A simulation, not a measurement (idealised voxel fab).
The name of this process module is voxel wiring stack.
FYI the section here is cut, 145 nm wide, cells are 5 nm squares.
Cross-section spec: square-cell grid; bands listed top down; each band is one or more rows. For a band, the entry starts with two heights in nm, that of the top and then that of the bottom, and carries on with the band's materials in order from left to right, each alongside its width in nm; the word "edge to edge" beside a single material means it fills the band edge to edge, and "empty" means empty space. Counting heights begins at 0, where everything beneath is, in the wafer as received, one material. The lowest band has no bottom; it goes on downwards, as "from 0 down" shows. The notation "30 to 40" denotes a width that varies across the rows of cells in the band, beginning at the first number in the top row, finishing at the second number in the bottom row, and changing by an identical amount from each row to the next. Step marked "remains unaltered"? Then no cell in the cross-section changed in it. "Fully enclosed voids" contains a list of empty spaces, each no smaller than 8 cells and without an open way to the top, written in the form width x height at distance with the distance from the left edge and all three in nm. Formally, on a step line, whatever follows the settings is a remark that the simulator itself makes on the step. If you see "overlay nm" on a step's line and that step has a mask, it's telling you how far right of where it was planned the mask ended up; a negative number means it went left instead.
The process steps that were planned are listed below
| 1 | RECEIVE with material Si |
| 2 | CONFORMAL_DEP with material SiO2, thk nm 10 |
| 3 | DIRECTIONAL_DEP with material TiN, thk nm 5 |
| 4 | DIRECTIONAL_DEP with material W, thk nm 15 |
| 5 | DIRECTIONAL_DEP with material aC, thk nm 15 |
| 6 | PATTERN with tone cover, mask id METAL_1, material resist, width nm 25, pitch nm 55, thk nm 30, overlay nm 0 |
| 7 | DIRECTIONAL_ETCH with etch materials aC, depth nm 15 |
| 8 | STRIP with etch materials resist |
| 9 | DIRECTIONAL_ETCH with etch materials W, depth nm 15 |
| 10 | DIRECTIONAL_ETCH with etch materials TiN, depth nm 5 |
| 11 | STRIP with etch materials aC |
| 12 | CONFORMAL_DEP with material SiCN, thk nm 5 |
| 13 | FILL_DEP with material SiO2, thk nm 5 |
| 14 | CMP with height nm 30 |
| 15 | CONFORMAL_DEP with material SiCN, thk nm 5 |
| 16 | DIRECTIONAL_DEP with material SiO2, thk nm 35 |
| 17 | MASKED_ETCH with tone open, mask id METAL_2_HOLES, width nm 15, etch materials SiO2, depth nm 35, overlay nm 0 |
| 18 | PATTERN with tone open, mask id METAL_2, material resist, width nm 25, pitch nm 55, thk nm 20, overlay nm 0 |
| 19 | DIRECTIONAL_ETCH with etch materials SiO2, depth nm 20 |
| 20 | DIRECTIONAL_ETCH with etch materials SiCN, depth nm 5 |
| 21 | STRIP with etch materials resist |
| 22 | CONFORMAL_DEP with material TiN, thk nm 5 |
| 23 | FILL_DEP with material Ru, thk nm 10 |
| 24 | CMP with height nm 70 |
| 25 | CONFORMAL_DEP with material SiCN, thk nm 5 |
| 26 | DIRECTIONAL_DEP with material SiO2, thk nm 20 |
| 27 | DIRECTIONAL_DEP with material aC, thk nm 10 |
| 28 | PATTERN with tone open, mask id PLUG_2, material resist, width nm 15, thk nm 25, overlay nm 0 |
| 29 | DIRECTIONAL_ETCH with etch materials aC, depth nm 10 |
| 30 | STRIP with etch materials resist |
| 31 | DIRECTIONAL_ETCH with etch materials SiO2, depth nm 20 |
| 32 | DIRECTIONAL_ETCH with etch materials SiCN, depth nm 5 |
| 33 | STRIP with etch materials aC |
| 34 | EPI with material Ru, thk nm 10 |
| 35 | EPI with material Ru, thk nm 10 |
| 36 | EPI with material Ru, thk nm 5 |
| 37 | DIRECTIONAL_DEP with material TiN, thk nm 5 |
| 38 | DIRECTIONAL_DEP with material Ru, thk nm 15 |
| 39 | PATTERN with tone cover, mask id METAL_3, material resist, width nm 25, pitch nm 55, thk nm 15, overlay nm 0 |
| 40 | DIRECTIONAL_ETCH with etch materials Ru, depth nm 15 |
| 41 | DIRECTIONAL_ETCH with etch materials TiN, depth nm 5 |
| 42 | STRIP with etch materials resist |
| 43 | FILL_DEP with material SiO2, thk nm 10 |
| 44 | CMP with height nm 115 |
| 45 | CONFORMAL_DEP with material SiN, thk nm 5 |
First of the two wafers, run per plan
Received-state cross-section, reflecting completion of step 1
* from 0 down: Si edge to edge
* Fully enclosed voids: none
Sectional view: wafer, after step 2
* from 10 to 0: SiO2 edge to edge
* Heights below 0 show no change.
Sectional view: wafer, after step 3
* from 15 to 10: TiN edge to edge
* Heights below 10 show no change.
Sectional view: wafer, after step 4
* from 30 to 15: W edge to edge
* Heights below 15 show no change.
Sectional view: wafer, after step 5
* from 45 to 30: aC edge to edge
* Heights below 30 show no change.
Sectional view: wafer, after step 6
* from 75 to 45: 30 empty, 25 resist, 30 empty, 25 resist, 35 empty
* Heights below 45 show no change.
Sectional view: wafer, after step 7
* from 60 to 45: 30 empty, 25 resist, 30 empty, 25 resist, 35 empty
* from 45 to 30: 30 empty, 25 aC, 30 empty, 25 aC, 35 empty
* Heights below 30 show no change.
Sectional view: wafer, after step 8
* from 45 to 30: 30 empty, 25 aC, 30 empty, 25 aC, 35 empty
* Heights below 30 show no change.
Sectional view: wafer, after step 9
* from 45 to 30: 30 empty, 25 aC, 30 empty, 25 aC, 35 empty
* from 30 to 15: 30 empty, 25 W, 30 empty, 25 W, 35 empty
* Heights below 15 show no change.
Sectional view: wafer, after step 10
* from 45 to 30: 30 empty, 25 aC, 30 empty, 25 aC, 35 empty
* from 30 to 15: 30 empty, 25 W, 30 empty, 25 W, 35 empty
* from 15 to 10: 30 empty, 25 TiN, 30 empty, 25 TiN, 35 empty
* Heights below 10 show no change.
Sectional view: wafer, after step 11
* from 30 to 15: 30 empty, 25 W, 30 empty, 25 W, 35 empty
* Heights below 15 show no change.
Sectional view: wafer, after step 12
* from 35 to 30: 25 empty, 35 SiCN, 20 empty, 35 SiCN, 30 empty
* from 30 to 15: 25 empty, 5 SiCN, 25 W, 5 SiCN, 20 empty, 5 SiCN, 25 W, 5 SiCN, 30 empty
* from 15 to 10: 30 SiCN, 25 TiN, 30 SiCN, 25 TiN, 35 SiCN
* Heights below 10 show no change.
Sectional view: wafer, after step 13
* from 40 to 35: SiO2 edge to edge
* from 35 to 30: 25 SiO2, 35 SiCN, 20 SiO2, 35 SiCN, 30 SiO2
* from 30 to 15: 25 SiO2, 5 SiCN, 25 W, 5 SiCN, 20 SiO2, 5 SiCN, 25 W, 5 SiCN, 30 SiO2
* Heights below 15 show no change.
Sectional view: wafer, after step 14
* from 30 to 15: 25 SiO2, 5 SiCN, 25 W, 5 SiCN, 20 SiO2, 5 SiCN, 25 W, 5 SiCN, 30 SiO2
* Heights below 15 show no change.
Sectional view: wafer, after step 15
* from 35 to 30: SiCN edge to edge
* Heights below 30 show no change.
Sectional view: wafer, after step 16
* from 70 to 35: SiO2 edge to edge
* Heights below 35 show no change.
Sectional view: wafer, after step 17
* from 70 to 35: 30 SiO2, 15 empty, 100 SiO2
* Heights below 35 show no change.
Sectional view: wafer, after step 18
* from 90 to 70: 30 resist, 25 empty, 30 resist, 25 empty, 35 resist
* Heights below 70 show no change.
Sectional view: wafer, after step 19
* from 90 to 70: 30 resist, 25 empty, 30 resist, 25 empty, 35 resist
* from 70 to 50: 30 SiO2, 25 empty, 30 SiO2, 25 empty, 35 SiO2
* Heights below 50 show no change.
Sectional view: wafer, after step 20
* from 90 to 70: 30 resist, 25 empty, 30 resist, 25 empty, 35 resist
* from 70 to 50: 30 SiO2, 25 empty, 30 SiO2, 25 empty, 35 SiO2
* from 50 to 35: 30 SiO2, 15 empty, 100 SiO2
* from 35 to 30: 30 SiCN, 15 empty, 100 SiCN
* Heights below 30 show no change.
Sectional view: wafer, after step 21
* from 70 to 50: 30 SiO2, 25 empty, 30 SiO2, 25 empty, 35 SiO2
* Heights below 50 show no change.
Sectional view: wafer, after step 22
* from 75 to 70: 35 TiN, 15 empty, 40 TiN, 15 empty, 40 TiN
* from 70 to 55: 30 SiO2, 5 TiN, 15 empty, 5 TiN, 30 SiO2, 5 TiN, 15 empty, 5 TiN, 35 SiO2
* from 55 to 50: 30 SiO2, 5 TiN, 5 empty, 15 TiN, 30 SiO2, 25 TiN, 35 SiO2
* from 50 to 35: 30 SiO2, 5 TiN, 5 empty, 5 TiN, 100 SiO2
* from 35 to 30: 30 SiCN, 15 TiN, 100 SiCN
* Heights below 30 show no change.
Sectional view: wafer, after step 23
* from 85 to 75: Ru edge to edge
* from 75 to 70: 35 TiN, 15 Ru, 40 TiN, 15 Ru, 40 TiN
* from 70 to 55: 30 SiO2, 5 TiN, 15 Ru, 5 TiN, 30 SiO2, 5 TiN, 15 Ru, 5 TiN, 35 SiO2
* from 55 to 50: 30 SiO2, 5 TiN, 5 Ru, 15 TiN, 30 SiO2, 25 TiN, 35 SiO2
* from 50 to 35: 30 SiO2, 5 TiN, 5 Ru, 5 TiN, 100 SiO2
* Heights below 35 show no change.
Sectional view: wafer, after step 24
* from 70 to 55: 30 SiO2, 5 TiN, 15 Ru, 5 TiN, 30 SiO2, 5 TiN, 15 Ru, 5 TiN, 35 SiO2
* Heights below 55 show no change.
Sectional view: wafer, after step 25
* from 75 to 70: SiCN edge to edge
* Heights below 70 show no change.
Sectional view: wafer, after step 26
* from 95 to 75: SiO2 edge to edge
* Heights below 75 show no change.
Sectional view: wafer, after step 27
* from 105 to 95: aC edge to edge
* Heights below 95 show no change.
Sectional view: wafer, after step 28
* from 130 to 105: 30 resist, 15 empty, 100 resist
* Heights below 105 show no change.
Sectional view: wafer, after step 29
* from 120 to 105: 30 resist, 15 empty, 100 resist
* from 105 to 95: 30 aC, 15 empty, 100 aC
* Heights below 95 show no change.
Sectional view: wafer, after step 30
* from 105 to 95: 30 aC, 15 empty, 100 aC
* Heights below 95 show no change.
Sectional view: wafer, after step 31
* from 105 to 95: 30 aC, 15 empty, 100 aC
* from 95 to 75: 30 SiO2, 15 empty, 100 SiO2
* Heights below 75 show no change.
Sectional view: wafer, after step 32
* from 105 to 95: 30 aC, 15 empty, 100 aC
* from 95 to 75: 30 SiO2, 15 empty, 100 SiO2
* from 75 to 70: 30 SiCN, 15 empty, 100 SiCN
* Heights below 70 show no change.
Sectional view: wafer, after step 33
* from 95 to 75: 30 SiO2, 15 empty, 100 SiO2
* Heights below 75 show no change.
Sectional view: wafer, after step 34
* from 95 to 80: 30 SiO2, 15 empty, 100 SiO2
* from 80 to 75: 30 SiO2, 15 Ru, 100 SiO2
* from 75 to 70: 30 SiCN, 15 Ru, 100 SiCN
* Heights below 70 show no change.
Sectional view: wafer, after step 35
* from 95 to 90: 30 SiO2, 15 empty, 100 SiO2
* from 90 to 75: 30 SiO2, 15 Ru, 100 SiO2
* Heights below 75 show no change.
Sectional view: wafer, after step 36
* from 95 to 75: 30 SiO2, 15 Ru, 100 SiO2
* Heights below 75 show no change.
Sectional view: wafer, after step 37
* from 100 to 95: TiN edge to edge
* Heights below 95 show no change.
Sectional view: wafer, after step 38
* from 115 to 100: Ru edge to edge
* Heights below 100 show no change.
Sectional view: wafer, after step 39
* from 130 to 115: 30 empty, 25 resist, 30 empty, 25 resist, 35 empty
* Heights below 115 show no change.
Sectional view: wafer, after step 40
* from 130 to 115: 30 empty, 25 resist, 30 empty, 25 resist, 35 empty
* from 115 to 100: 30 empty, 25 Ru, 30 empty, 25 Ru, 35 empty
* Heights below 100 show no change.
Sectional view: wafer, after step 41
* from 130 to 115: 30 empty, 25 resist, 30 empty, 25 resist, 35 empty
* from 115 to 100: 30 empty, 25 Ru, 30 empty, 25 Ru, 35 empty
* from 100 to 95: 30 empty, 25 TiN, 30 empty, 25 TiN, 35 empty
* Heights below 95 show no change.
Sectional view: wafer, after step 42
* from 115 to 100: 30 empty, 25 Ru, 30 empty, 25 Ru, 35 empty
* Heights below 100 show no change.
Sectional view: wafer, after step 43
* from 125 to 115: SiO2 edge to edge
* from 115 to 100: 30 SiO2, 25 Ru, 30 SiO2, 25 Ru, 35 SiO2
* from 100 to 95: 30 SiO2, 25 TiN, 30 SiO2, 25 TiN, 35 SiO2
* Heights below 95 show no change.
Sectional view: wafer, after step 44
* from 115 to 100: 30 SiO2, 25 Ru, 30 SiO2, 25 Ru, 35 SiO2
* Heights below 100 show no change.
Sectional view: wafer, after step 45
* from 120 to 115: SiN edge to edge
* Heights below 115 show no change.
Second of two: same start, same plan, one run error; steps up to and including 5 match the first
What the second wafer looks like in cross-section when step 6 should have wrapped up
* from 75 to 45: 40 empty, 25 resist, 30 empty, 25 resist, 25 empty
* Heights below 45 show no change.
What the second wafer looks like in cross-section when step 7 should have wrapped up
* from 60 to 45: 40 empty, 25 resist, 30 empty, 25 resist, 25 empty
* from 45 to 30: 40 empty, 25 aC, 30 empty, 25 aC, 25 empty
* Heights below 30 show no change.
What the second wafer looks like in cross-section when step 8 should have wrapped up
* from 45 to 30: 40 empty, 25 aC, 30 empty, 25 aC, 25 empty
* Heights below 30 show no change.
What the second wafer looks like in cross-section when step 9 should have wrapped up
* from 45 to 30: 40 empty, 25 aC, 30 empty, 25 aC, 25 empty
* from 30 to 15: 40 empty, 25 W, 30 empty, 25 W, 25 empty
* Heights below 15 show no change.
What the second wafer looks like in cross-section when step 10 should have wrapped up
* from 45 to 30: 40 empty, 25 aC, 30 empty, 25 aC, 25 empty
* from 30 to 15: 40 empty, 25 W, 30 empty, 25 W, 25 empty
* from 15 to 10: 40 empty, 25 TiN, 30 empty, 25 TiN, 25 empty
* Heights below 10 show no change.
What the second wafer looks like in cross-section when step 11 should have wrapped up
* from 30 to 15: 40 empty, 25 W, 30 empty, 25 W, 25 empty
* Heights below 15 show no change.
What the second wafer looks like in cross-section when step 12 should have wrapped up
* from 35 to 30: 35 empty, 35 SiCN, 20 empty, 35 SiCN, 20 empty
* from 30 to 15: 35 empty, 5 SiCN, 25 W, 5 SiCN, 20 empty, 5 SiCN, 25 W, 5 SiCN, 20 empty
* from 15 to 10: 40 SiCN, 25 TiN, 30 SiCN, 25 TiN, 25 SiCN
* Heights below 10 show no change.
What the second wafer looks like in cross-section when step 13 should have wrapped up
* from 40 to 35: SiO2 edge to edge
* from 35 to 30: 35 SiO2, 35 SiCN, 20 SiO2, 35 SiCN, 20 SiO2
* from 30 to 15: 35 SiO2, 5 SiCN, 25 W, 5 SiCN, 20 SiO2, 5 SiCN, 25 W, 5 SiCN, 20 SiO2
* Heights below 15 show no change.
What the second wafer looks like in cross-section when step 14 should have wrapped up
* from 30 to 15: 35 SiO2, 5 SiCN, 25 W, 5 SiCN, 20 SiO2, 5 SiCN, 25 W, 5 SiCN, 20 SiO2
* Heights below 15 show no change.
What the second wafer looks like in cross-section when step 15 should have wrapped up
* from 35 to 30: SiCN edge to edge
* Heights below 30 show no change.
What the second wafer looks like in cross-section when step 16 should have wrapped up
* from 70 to 35: SiO2 edge to edge
* Heights below 35 show no change.
What the second wafer looks like in cross-section when step 17 should have wrapped up
* from 70 to 35: 30 SiO2, 15 empty, 100 SiO2
* Heights below 35 show no change.
What the second wafer looks like in cross-section when step 18 should have wrapped up
* from 90 to 70: 30 resist, 25 empty, 30 resist, 25 empty, 35 resist
* Heights below 70 show no change.
What the second wafer looks like in cross-section when step 19 should have wrapped up
* from 90 to 70: 30 resist, 25 empty, 30 resist, 25 empty, 35 resist
* from 70 to 50: 30 SiO2, 25 empty, 30 SiO2, 25 empty, 35 SiO2
* Heights below 50 show no change.
What the second wafer looks like in cross-section when step 20 should have wrapped up
* from 90 to 70: 30 resist, 25 empty, 30 resist, 25 empty, 35 resist
* from 70 to 50: 30 SiO2, 25 empty, 30 SiO2, 25 empty, 35 SiO2
* from 50 to 35: 30 SiO2, 15 empty, 100 SiO2
* from 35 to 30: 30 SiCN, 15 empty, 100 SiCN
* Heights below 30 show no change.
What the second wafer looks like in cross-section when step 21 should have wrapped up
* from 70 to 50: 30 SiO2, 25 empty, 30 SiO2, 25 empty, 35 SiO2
* Heights below 50 show no change.
What the second wafer looks like in cross-section when step 22 should have wrapped up
* from 75 to 70: 35 TiN, 15 empty, 40 TiN, 15 empty, 40 TiN
* from 70 to 55: 30 SiO2, 5 TiN, 15 empty, 5 TiN, 30 SiO2, 5 TiN, 15 empty, 5 TiN, 35 SiO2
* from 55 to 50: 30 SiO2, 5 TiN, 5 empty, 15 TiN, 30 SiO2, 25 TiN, 35 SiO2
* from 50 to 35: 30 SiO2, 5 TiN, 5 empty, 5 TiN, 100 SiO2
* from 35 to 30: 30 SiCN, 15 TiN, 100 SiCN
* Heights below 30 show no change.
What the second wafer looks like in cross-section when step 23 should have wrapped up
* from 85 to 75: Ru edge to edge
* from 75 to 70: 35 TiN, 15 Ru, 40 TiN, 15 Ru, 40 TiN
* from 70 to 55: 30 SiO2, 5 TiN, 15 Ru, 5 TiN, 30 SiO2, 5 TiN, 15 Ru, 5 TiN, 35 SiO2
* from 55 to 50: 30 SiO2, 5 TiN, 5 Ru, 15 TiN, 30 SiO2, 25 TiN, 35 SiO2
* from 50 to 35: 30 SiO2, 5 TiN, 5 Ru, 5 TiN, 100 SiO2
* Heights below 35 show no change.
What the second wafer looks like in cross-section when step 24 should have wrapped up
* from 70 to 55: 30 SiO2, 5 TiN, 15 Ru, 5 TiN, 30 SiO2, 5 TiN, 15 Ru, 5 TiN, 35 SiO2
* Heights below 55 show no change.
What the second wafer looks like in cross-section when step 25 should have wrapped up
* from 75 to 70: SiCN edge to edge
* Heights below 70 show no change.
What the second wafer looks like in cross-section when step 26 should have wrapped up
* from 95 to 75: SiO2 edge to edge
* Heights below 75 show no change.
What the second wafer looks like in cross-section when step 27 should have wrapped up
* from 105 to 95: aC edge to edge
* Heights below 95 show no change.
What the second wafer looks like in cross-section when step 28 should have wrapped up
* from 130 to 105: 30 resist, 15 empty, 100 resist
* Heights below 105 show no change.
What the second wafer looks like in cross-section when step 29 should have wrapped up
* from 120 to 105: 30 resist, 15 empty, 100 resist
* from 105 to 95: 30 aC, 15 empty, 100 aC
* Heights below 95 show no change.
What the second wafer looks like in cross-section when step 30 should have wrapped up
* from 105 to 95: 30 aC, 15 empty, 100 aC
* Heights below 95 show no change.
What the second wafer looks like in cross-section when step 31 should have wrapped up
* from 105 to 95: 30 aC, 15 empty, 100 aC
* from 95 to 75: 30 SiO2, 15 empty, 100 SiO2
* Heights below 75 show no change.
What the second wafer looks like in cross-section when step 32 should have wrapped up
* from 105 to 95: 30 aC, 15 empty, 100 aC
* from 95 to 75: 30 SiO2, 15 empty, 100 SiO2
* from 75 to 70: 30 SiCN, 15 empty, 100 SiCN
* Heights below 70 show no change.
What the second wafer looks like in cross-section when step 33 should have wrapped up
* from 95 to 75: 30 SiO2, 15 empty, 100 SiO2
* Heights below 75 show no change.
What the second wafer looks like in cross-section when step 34 should have wrapped up
* from 95 to 80: 30 SiO2, 15 empty, 100 SiO2
* from 80 to 75: 30 SiO2, 15 Ru, 100 SiO2
* from 75 to 70: 30 SiCN, 15 Ru, 100 SiCN
* Heights below 70 show no change.
What the second wafer looks like in cross-section when step 35 should have wrapped up
* from 95 to 90: 30 SiO2, 15 empty, 100 SiO2
* from 90 to 75: 30 SiO2, 15 Ru, 100 SiO2
* Heights below 75 show no change.
What the second wafer looks like in cross-section when step 36 should have wrapped up
* from 95 to 75: 30 SiO2, 15 Ru, 100 SiO2
* Heights below 75 show no change.
What the second wafer looks like in cross-section when step 37 should have wrapped up
* from 100 to 95: TiN edge to edge
* Heights below 95 show no change.
What the second wafer looks like in cross-section when step 38 should have wrapped up
* from 115 to 100: Ru edge to edge
* Heights below 100 show no change.
What the second wafer looks like in cross-section when step 39 should have wrapped up
* from 130 to 115: 30 empty, 25 resist, 30 empty, 25 resist, 35 empty
* Heights below 115 show no change.
What the second wafer looks like in cross-section when step 40 should have wrapped up
* from 130 to 115: 30 empty, 25 resist, 30 empty, 25 resist, 35 empty
* from 115 to 100: 30 empty, 25 Ru, 30 empty, 25 Ru, 35 empty
* Heights below 100 show no change.
What the second wafer looks like in cross-section when step 41 should have wrapped up
* from 130 to 115: 30 empty, 25 resist, 30 empty, 25 resist, 35 empty
* from 115 to 100: 30 empty, 25 Ru, 30 empty, 25 Ru, 35 empty
* from 100 to 95: 30 empty, 25 TiN, 30 empty, 25 TiN, 35 empty
* Heights below 95 show no change.
What the second wafer looks like in cross-section when step 42 should have wrapped up
* from 115 to 100: 30 empty, 25 Ru, 30 empty, 25 Ru, 35 empty
* Heights below 100 show no change.
What the second wafer looks like in cross-section when step 43 should have wrapped up
* from 125 to 115: SiO2 edge to edge
* from 115 to 100: 30 SiO2, 25 Ru, 30 SiO2, 25 Ru, 35 SiO2
* from 100 to 95: 30 SiO2, 25 TiN, 30 SiO2, 25 TiN, 35 SiO2
* Heights below 95 show no change.
What the second wafer looks like in cross-section when step 44 should have wrapped up
* from 115 to 100: 30 SiO2, 25 Ru, 30 SiO2, 25 Ru, 35 SiO2
* Heights below 100 show no change.
What the second wafer looks like in cross-section when step 45 should have wrapped up
* from 120 to 115: SiN edge to edge
* Heights below 115 show no change.
What went wrong in running the wafer? step 6 ran with different settings than intended, the actual operation and settings being PATTERN with tone cover, mask id METAL_1, material resist, width nm 25, pitch nm 55, thk nm 30, overlay nm 10
At the end, each material covers as many cells on the second wafer as it does on the first, though the cells it covers are elsewhere.
